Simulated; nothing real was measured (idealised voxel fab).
process module | voxel capacitor over wiring
cross-section cut | 280 nm wide | cells 5 nm
A cross-section is a grid of square cells, given in bands from the top down. A band is one or more rows of cells.
Each band's line starts with the height of the band's top and of its bottom, in nm. Then come its materials from left to right, each with its width in nm. One material with "throughout" fills the band from edge to edge. "air" is empty space.
Height 0 is the level under which the wafer as received is all one material. The lowest band goes on downwards, as in "0 down".
A width such as "30 to 40" changes by the same amount from each row of cells to the next, from the band's top row to its bottom row.
"no change" after a step means that no cell of the cross-section changed.
closed voids: empty space of 8 cells or more with no open way to the top, each as width x height at its distance from the left edge, in nm
after a step's settings: what the simulator itself notes on the step
overlay nm, on a step with a mask: how far to the right of its planned place the mask lay; to the left if negative
plan
1 op RECEIVE | material Si
2 op CONFORMAL_DEP | material SiO2 | thk nm 15
3 op CONFORMAL_DEP | material SiCN | thk nm 5
4 op DIRECTIONAL_DEP | material lowk | thk nm 25
5 op PATTERN | tone open | mask id METAL_1 | material resist | width nm 20 | pitch nm 90 | thk nm 15 | overlay nm 0
6 op DIRECTIONAL_ETCH | etch materials lowk | depth nm 25
7 op DIRECTIONAL_ETCH | etch materials SiCN | depth nm 5
8 op STRIP | etch materials resist
9 op CONFORMAL_DEP | material TiN | thk nm 5
10 op FILL_DEP | material W | thk nm 5
11 op CMP | height nm 45
12 op EPI | material Ru | thk nm 5
13 op FILL_DEP | material SiCN | thk nm 5
14 op DIRECTIONAL_DEP | material SiO2 | thk nm 20
15 op MASKED_ETCH | tone open | mask id PLUG_1 | width nm 15 | etch materials SiO2 | depth nm 20 | overlay nm 0
16 op MASKED_ETCH | tone open | mask id PLUG_1 | width nm 15 | etch materials SiCN | depth nm 5 | overlay nm 0
17 op CONFORMAL_DEP | material TiN | thk nm 5
18 op FILL_DEP | material W | thk nm 10
19 op CMP | height nm 75
20 op DIRECTIONAL_DEP | material TiN | thk nm 5
21 op DIRECTIONAL_DEP | material SiN | thk nm 5
22 op DIRECTIONAL_DEP | material TiN | thk nm 5
23 op MASKED_ETCH | tone cover | mask id UPPER_PLATE | width nm 75 | etch materials TiN | depth nm 5 | overlay nm 0
24 op MASKED_ETCH | tone cover | mask id UPPER_PLATE | width nm 75 | etch materials SiN | depth nm 5 | overlay nm 0
25 op MASKED_ETCH | tone cover | mask id LOWER_PLATE | width nm 85 | etch materials TiN | depth nm 5 | overlay nm 0
26 op FILL_DEP | material SiO2 | thk nm 20
27 op CMP | height nm 105
28 op PATTERN | tone open | mask id PLUG_2 | material resist | width nm 15 | thk nm 15 | overlay nm 0
29 op DIRECTIONAL_ETCH | etch materials SiO2 | depth nm 15
30 op STRIP | etch materials resist
31 op CONFORMAL_DEP | material TiN | thk nm 5
32 op FILL_DEP | material W | thk nm 10
33 op CMP | height nm 105
34 op CONFORMAL_DEP | material SiN | thk nm 5
as received, after step 1
  0 down: Si throughout
  closed voids: none
a wafer at the end: this start, this plan, one mistake
  110 to 105: SiN throughout
  105 to 95: SiO2 100 | TiN 5 | W 5 | TiN 5 | SiO2 165
  95 to 85: SiO2 100 to 90 | TiN 15 to 75 | SiO2 165 to 115
  85 to 80: SiO2 90 | SiN 75 | SiO2 115
  80 to 75: SiO2 85 | TiN 85 | SiO2 110
  75 to 55: SiO2 90 | TiN 5 | W 5 | TiN 5 | SiO2 175
  55 to 50: SiCN 90 | TiN 15 | SiCN 175
  50 to 45: SiCN 80 | Ru 30 | SiCN 60 | Ru 30 | SiCN 80
  45 to 40: SiCN 85 | TiN 20 | SiCN 70 | TiN 20 | SiCN 85
  40 to 15: lowk throughout
  15 to 0: SiO2 throughout
  0 down: Si throughout
  closed voids: none
what went wrong: steps 3 and 4 were swapped
